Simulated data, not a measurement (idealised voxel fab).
The process module presented herein is designated voxel quadruple lines.
Section cut is 185 nm wide and gridded with 5 nm square cells.
In this document a cross-section is written as a grid of square cells. It is given as a series of bands, listed from the top down, and a band is one or more rows of cells. Within each band entry, the heights of the top and of the bottom of the band appear first, in that order and in nm; the materials of the band then follow from left to right, each with its corresponding width in nm. The designation "all across" on a single material indicates that it fills the band from edge to edge; the designation "empty" indicates empty space. Note: height 0 marks the level under which the wafer is uniformly one material as received. Lowest band unbounded below, written "from 0 down". The expression "30 to 40" gives the width at the extremes of the band, the first number at its top row of cells and the second at its bottom row, with the width changing by equal amounts from each row to the next in between. "same as before" after a step means that no cell of the cross-section changed. "Listed closed voids": sealed empty spaces, 8 cells or more, no open way to top, listed width x height at distance, with distance from the left edge and width, height and distance in nm. Where a step's line continues beyond its settings, the continuation is a remark by the simulator itself on that step. overlay nm: mask right of planned place by this much (step with mask). Neg. = left.

The process steps that were planned are listed below
1. RECEIVE: material Si
2. CONFORMAL_DEP: material SiO2, thk nm 5
3. DIRECTIONAL_DEP: material W, thk nm 10
4. DIRECTIONAL_DEP: material polySi, thk nm 20
5. DIRECTIONAL_DEP: material aC, thk nm 25
6. PATTERN: tone cover, mask id MANDREL, material resist, width nm 35, thk nm 35, overlay nm 0
7. DIRECTIONAL_ETCH: etch materials aC, depth nm 25
8. STRIP: etch materials resist
9. CONFORMAL_DEP: material SiO2, thk nm 15
10. DIRECTIONAL_ETCH: etch materials SiO2, depth nm 15
11. STRIP: etch materials aC
12. DIRECTIONAL_ETCH: etch materials polySi, depth nm 20
13. STRIP: etch materials SiO2
14. CONFORMAL_DEP: material SiN, thk nm 10
15. DIRECTIONAL_ETCH: etch materials SiN, depth nm 10
16. STRIP: etch materials polySi
17. DIRECTIONAL_ETCH: etch materials W, depth nm 10
18. STRIP: etch materials SiN
19. FILL_DEP: material SiO2, thk nm 5
20. CMP: height nm 15

So, the first of our two wafers, run just as we planned it

As-received wafer cross-section (after step 1)
from 0 down: Si all across
Listed closed voids: none

Once step 2 is through, the wafer looks like this in cross-section
from 5 to 0: SiO2 all across
Nothing below the height 0 has changed.

Once step 3 is through, the wafer looks like this in cross-section
from 15 to 5: W all across
Nothing below the height 5 has changed.

Once step 4 is through, the wafer looks like this in cross-section
from 35 to 15: polySi all across
Nothing below the height 15 has changed.

Once step 5 is through, the wafer looks like this in cross-section
from 60 to 35: aC all across
Nothing below the height 35 has changed.

Once step 6 is through, the wafer looks like this in cross-section
from 95 to 60: empty 75 / resist 35 / empty 75
Nothing below the height 60 has changed.

Once step 7 is through, the wafer looks like this in cross-section
from 70 to 60: empty 75 / resist 35 / empty 75
from 60 to 35: empty 75 / aC 35 / empty 75
Nothing below the height 35 has changed.

Once step 8 is through, the wafer looks like this in cross-section
from 60 to 35: empty 75 / aC 35 / empty 75
Nothing below the height 35 has changed.

Once step 9 is through, the wafer looks like this in cross-section
from 75 to 60: empty 60 / SiO2 65 / empty 60
from 60 to 50: empty 60 / SiO2 15 / aC 35 / SiO2 15 / empty 60
from 50 to 35: SiO2 75 / aC 35 / SiO2 75
Nothing below the height 35 has changed.

Once step 10 is through, the wafer looks like this in cross-section
from 60 to 35: empty 60 / SiO2 15 / aC 35 / SiO2 15 / empty 60
Nothing below the height 35 has changed.

Once step 11 is through, the wafer looks like this in cross-section
from 60 to 35: empty 60 / SiO2 15 / empty 35 / SiO2 15 / empty 60
Nothing below the height 35 has changed.

Once step 12 is through, the wafer looks like this in cross-section
from 60 to 35: empty 60 / SiO2 15 / empty 35 / SiO2 15 / empty 60
from 35 to 15: empty 60 / polySi 15 / empty 35 / polySi 15 / empty 60
Nothing below the height 15 has changed.

Once step 13 is through, the wafer looks like this in cross-section
from 35 to 15: empty 60 / polySi 15 / empty 35 / polySi 15 / empty 60
Nothing below the height 15 has changed.

Once step 14 is through, the wafer looks like this in cross-section
from 45 to 35: empty 50 / SiN 35 / empty 15 / SiN 35 / empty 50
from 35 to 25: empty 50 / SiN 10 / polySi 15 / SiN 10 / empty 15 / SiN 10 / polySi 15 / SiN 10 / empty 50
from 25 to 15: SiN 60 / polySi 15 / SiN 35 / polySi 15 / SiN 60
Nothing below the height 15 has changed.

Once step 15 is through, the wafer looks like this in cross-section
from 35 to 15: empty 50 / SiN 10 / polySi 15 / SiN 10 / empty 15 / SiN 10 / polySi 15 / SiN 10 / empty 50
Nothing below the height 15 has changed.

Once step 16 is through, the wafer looks like this in cross-section
from 35 to 15: empty 50 / SiN 10 / empty 15 / SiN 10 / empty 15 / SiN 10 / empty 15 / SiN 10 / empty 50
Nothing below the height 15 has changed.

Once step 17 is through, the wafer looks like this in cross-section
from 35 to 15: empty 50 / SiN 10 / empty 15 / SiN 10 / empty 15 / SiN 10 / empty 15 / SiN 10 / empty 50
from 15 to 5: empty 50 / W 10 / empty 15 / W 10 / empty 15 / W 10 / empty 15 / W 10 / empty 50
Nothing below the height 5 has changed.

Once step 18 is through, the wafer looks like this in cross-section
from 15 to 5: empty 50 / W 10 / empty 15 / W 10 / empty 15 / W 10 / empty 15 / W 10 / empty 50
Nothing below the height 5 has changed.

Once step 19 is through, the wafer looks like this in cross-section
from 20 to 15: SiO2 all across
from 15 to 5: SiO2 50 / W 10 / SiO2 15 / W 10 / SiO2 15 / W 10 / SiO2 15 / W 10 / SiO2 50
Nothing below the height 5 has changed.

Once step 20 is through, the wafer looks like this in cross-section
from 15 to 5: SiO2 50 / W 10 / SiO2 15 / W 10 / SiO2 15 / W 10 / SiO2 15 / W 10 / SiO2 50
Nothing below the height 5 has changed.

Wafer two. Same start, same plan, one slip in execution. Same as wafer one through step 18, inclusive

X-section, second wafer, when step 19 was due to finish
from 25 to 15: SiO2 all across
from 15 to 5: SiO2 50 / W 10 / SiO2 15 / W 10 / SiO2 15 / W 10 / SiO2 15 / W 10 / SiO2 50
Nothing below the height 5 has changed.

X-section, second wafer, when step 20 was due to finish
from 15 to 5: SiO2 50 / W 10 / SiO2 15 / W 10 / SiO2 15 / W 10 / SiO2 15 / W 10 / SiO2 50
Nothing below the height 5 has changed.
What was done differently from what was planned? in the plan, step 19 was performed twice
The two wafers come out with the same cross-section, meaning that, for this model, the mistake has no consequence in the computed result.
